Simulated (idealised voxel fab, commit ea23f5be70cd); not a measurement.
Process module, titled voxel fin reveal
The figure presents cross-section cut, which has a width of 280 nm and is divided into square cells with an edge length of 5 nm.
Heads up, the way a cross-section reads in here is a grid of square cells, handed over as bands from the top down, with every band being one or more rows of cells. Look at the band entry: it leads with the top's height and the bottom's height in nm. Then it lists the materials left to right, with a width in nm for each. The word "all across" on a single material says that material fills the band edge to edge. The word "air" is empty space. Height is counted from the level 0, under which the received wafer is composed throughout of one material. The lowest of the bands is not closed at the bottom but continues downward, in the notation "from 0 down". Top row gets the first number, bottom row gets the second, and each row in between changes by the same step: that is how a band width like "30->40" works. For the purposes of this document, the phrase "no alteration" attached to a step denotes that no cell within the cross-section was modified by that step. Empty spaces without an open route to the top, at least 8 cells in extent, make up the entry "Sealed void listing"; each is given as width x height at distance, where the distance is measured from the left edge, and all are in nm. Past the settings on a step's line: simulator remark, on that step. Among the settings permitted on a step's line is "overlay nm"; applied to a step with a mask, it specifies the extent to which the mask lay to the right of its planned position, whereas a negative figure signifies a position to the left.
[These are the steps we planned for the process]
1 RECEIVE,material Si
2 CONFORMAL_DEP,material SiN,thk nm 5
3 DIRECTIONAL_DEP,material aC,thk nm 15
4 PATTERN,tone cover,mask id FINS,material resist,width nm 15,pitch nm 40,thk nm 30,overlay nm 0
5 DIRECTIONAL_ETCH,etch materials aC,depth nm 15
6 STRIP,etch materials resist
7 DIRECTIONAL_ETCH,etch materials SiN,depth nm 5
8 DIRECTIONAL_ETCH,etch materials Si,depth nm 40
9 STRIP,etch materials aC
10 FILL_DEP,material SiO2,thk nm 5
11 CMP,height nm 5
12 SELECTIVE_ETCH,etch materials SiO2,depth nm 35
13 STRIP,etch materials SiN
[Cross-section: wafer on arrival = after step 1]
* from 0 down: Si all across
* Sealed void listing: none
[first wafer at the end, as planned]
* from 0 to -30: 70 of air, 15 of Si, 25 of air, 15 of Si, 25 of air, 15 of Si, 25 of air, 15 of Si, 75 of air
* from -30 to -40: 70 of SiO2, 15 of Si, 25 of SiO2, 15 of Si, 25 of SiO2, 15 of Si, 25 of SiO2, 15 of Si, 75 of SiO2
* from -40 down: Si all across
* Sealed void listing: none
[End-of-module cross-section of the second wafer: identical starting point and process plan to the first, with one processing mistake]
* from 5 to 0: 70 of aC, 15 of air, 25 of aC, 15 of air, 25 of aC, 15 of air, 25 of aC, 15 of air, 75 of aC
* from 0 to -40: 70 of aC, 15 of Si, 25 of aC, 15 of Si, 25 of aC, 15 of Si, 25 of aC, 15 of Si, 75 of aC
* from -40 down: Si all across
* Sealed void listing: none
Run error: step 10 went in with a setting other than planned; the actual run was FILL_DEP,material aC,thk nm 5
Heads up, by the end the second wafer has more or fewer cells of some materials compared to the first: SiO2 -88 | aC +396
